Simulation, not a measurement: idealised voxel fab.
process module | voxel double patterning
cross-section cut | 160 nm wide | cells 5 nm
A cross-section is a grid of square cells, given in bands from the top down. A band is one or more rows of cells.
Each band's line starts with the height of the band's top and of its bottom, in nm. Then come its materials from left to right, each with its width in nm. One material with "throughout" fills the band from edge to edge. "air" is empty space.
Height 0 is the level under which the wafer as received is all one material. The lowest band goes on downwards, as in "0 down".
A width such as "30 to 40" changes by the same amount from each row of cells to the next, from the band's top row to its bottom row.
"no change" after a step means that no cell of the cross-section changed.
closed voids: empty space of 8 cells or more with no open way to the top, each as width x height at its distance from the left edge, in nm
after a step's settings: what the simulator itself notes on the step
overlay nm, on a step with a mask: how far to the right of its planned place the mask lay; to the left if negative
plan
1 op RECEIVE | material Si
2 op CONFORMAL_DEP | material SiO2 | thk nm 10
3 op DIRECTIONAL_DEP | material W | thk nm 20
4 op DIRECTIONAL_DEP | material SiCN | thk nm 5
5 op MASKED_ETCH | tone open | mask id FIRST | width nm 15 | pitch nm 50 | etch materials SiCN | depth nm 5 | overlay nm 0
6 op MASKED_ETCH | tone open | mask id SECOND | width nm 15 | pitch nm 50 | etch materials SiCN | depth nm 5 | overlay nm 0
7 op DIRECTIONAL_ETCH | etch materials W | depth nm 20
8 op STRIP | etch materials SiCN
varied across the wafers: width nm of step 5. The plan shows the first wafer's value. All wafers start alike
first wafer as received, after step 1
  0 down: Si throughout
  closed voids: none
each wafer at the end: cells of each material gained (+) or lost (-) since it was received, then its closed voids
width nm 15 | +64 SiO2 | +68 W | closed voids: none
width nm 20 | +64 SiO2 | +56 W | closed voids: none
width nm 25 | +64 SiO2 | +44 W | closed voids: none
width nm 30 | +64 SiO2 | +32 W | closed voids: none
